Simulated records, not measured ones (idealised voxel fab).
process module | voxel double patterning
cross-section cut | 285 nm wide | cells 5 nm
A cross-section is a grid of square cells, given in bands from the top down. A band is one or more rows of cells.
Each band's line starts with the height of the band's top and of its bottom, in nm. Then come its materials from left to right, each with its width in nm. One material with "throughout" fills the band from edge to edge. "air" is empty space.
Height 0 is the level under which the wafer as received is all one material. The lowest band goes on downwards, as in "0 down".
A width such as "30 to 40" changes by the same amount from each row of cells to the next, from the band's top row to its bottom row.
"no change" after a step means that no cell of the cross-section changed.
closed voids: empty space of 8 cells or more with no open way to the top, each as width x height at its distance from the left edge, in nm
after a step's settings: what the simulator itself notes on the step
overlay nm, on a step with a mask: how far to the right of its planned place the mask lay; to the left if negative
plan
1 op RECEIVE | material Si
2 op CONFORMAL_DEP | material SiO2 | thk nm 5
3 op DIRECTIONAL_DEP | material W | thk nm 10
4 op DIRECTIONAL_DEP | material SiCN | thk nm 10
5 op MASKED_ETCH | tone open | mask id FIRST | width nm 15 | pitch nm 50 | etch materials SiCN | depth nm 10 | overlay nm 0
6 op DIRECTIONAL_DEP | material aC | thk nm 15
7 op PATTERN | tone open | mask id SECOND | material resist | width nm 15 | thk nm 30 | overlay nm 0
8 op DIRECTIONAL_ETCH | etch materials aC | depth nm 15
9 op STRIP | etch materials resist
10 op DIRECTIONAL_ETCH | etch materials SiCN | depth nm 10
11 op STRIP | etch materials aC
12 op DIRECTIONAL_ETCH | etch materials W | depth nm 10
13 op STRIP | etch materials SiCN
first wafer, as planned
as received, after step 1
  0 down: Si throughout
  closed voids: none
after step 2
  5 to 0: SiO2 throughout
  below 0: unchanged
after step 3
  15 to 5: W throughout
  below 5: unchanged
after step 4
  25 to 15: SiCN throughout
  below 15: unchanged
after step 5
  25 to 15: SiCN 110 | air 15 | SiCN 35 | air 15 | SiCN 110
  below 15: unchanged
after step 6
  40 to 30: aC 110 | air 15 | aC 35 | air 15 | aC 110
  30 to 25: aC throughout
  25 to 15: SiCN 110 | aC 15 | SiCN 35 | aC 15 | SiCN 110
  below 15: unchanged
after step 7
  70 to 40: resist 135 | air 15 | resist 135
  40 to 30: aC 110 | resist 15 | aC 35 | resist 15 | aC 110
  below 30: unchanged
after step 8
  55 to 40: resist 135 | air 15 | resist 135
  40 to 30: aC 110 | resist 15 | aC 10 | air 15 | aC 10 | resist 15 | aC 110
  30 to 25: aC 135 | air 15 | aC 135
  below 25: unchanged
after step 9
  40 to 30: aC 110 | air 15 | aC 10 | air 15 | aC 10 | air 15 | aC 110
  below 30: unchanged
after step 10
  40 to 30: aC 110 | air 15 | aC 10 | air 15 | aC 10 | air 15 | aC 110
  30 to 25: aC 135 | air 15 | aC 135
  25 to 15: SiCN 110 | aC 15 | SiCN 10 | air 15 | SiCN 10 | aC 15 | SiCN 110
  below 15: unchanged
after step 11
  25 to 15: SiCN 110 | air 15 | SiCN 10 | air 15 | SiCN 10 | air 15 | SiCN 110
  below 15: unchanged
after step 12
  25 to 15: SiCN 110 | air 15 | SiCN 10 | air 15 | SiCN 10 | air 15 | SiCN 110
  15 to 5: W 110 | air 15 | W 10 | air 15 | W 10 | air 15 | W 110
  below 5: unchanged
after step 13
  15 to 5: W 110 | air 15 | W 10 | air 15 | W 10 | air 15 | W 110
  below 5: unchanged
second wafer: like start, like plan, one mistake. Through step 6 it matches the first wafer
when step 7 should have ended
  70 to 40: resist 135 | air 20 | resist 130
  40 to 30: aC 110 | resist 15 | aC 35 | resist 15 | aC 110
  below 30: unchanged
when step 8 should have ended
  55 to 40: resist 135 | air 20 | resist 130
  40 to 30: aC 110 | resist 15 | aC 10 | air 20 | aC 5 | resist 15 | aC 110
  30 to 25: aC 135 | air 20 | aC 130
  below 25: unchanged
when step 9 should have ended
  40 to 30: aC 110 | air 15 | aC 10 | air 20 | aC 5 | air 15 | aC 110
  below 30: unchanged
when step 10 should have ended
  40 to 30: aC 110 | air 15 | aC 10 | air 20 | aC 5 | air 15 | aC 110
  30 to 25: aC 135 | air 20 | aC 130
  25 to 15: SiCN 110 | aC 15 | SiCN 10 | air 20 | SiCN 5 | aC 15 | SiCN 110
  below 15: unchanged
when step 11 should have ended
  25 to 15: SiCN 110 | air 15 | SiCN 10 | air 20 | SiCN 5 | air 15 | SiCN 110
  below 15: unchanged
when step 12 should have ended
  25 to 15: SiCN 110 | air 15 | SiCN 10 | air 20 | SiCN 5 | air 15 | SiCN 110
  15 to 5: W 110 | air 15 | W 10 | air 20 | W 5 | air 15 | W 110
  below 5: unchanged
when step 13 should have ended
  15 to 5: W 110 | air 15 | W 10 | air 20 | W 5 | air 15 | W 110
  below 5: unchanged
what went wrong: step 7 ran as: op PATTERN | tone open | mask id SECOND | material resist | width nm 20 | thk nm 30 | overlay nm 0
at the end the second wafer has, in cells: 2 fewer of W
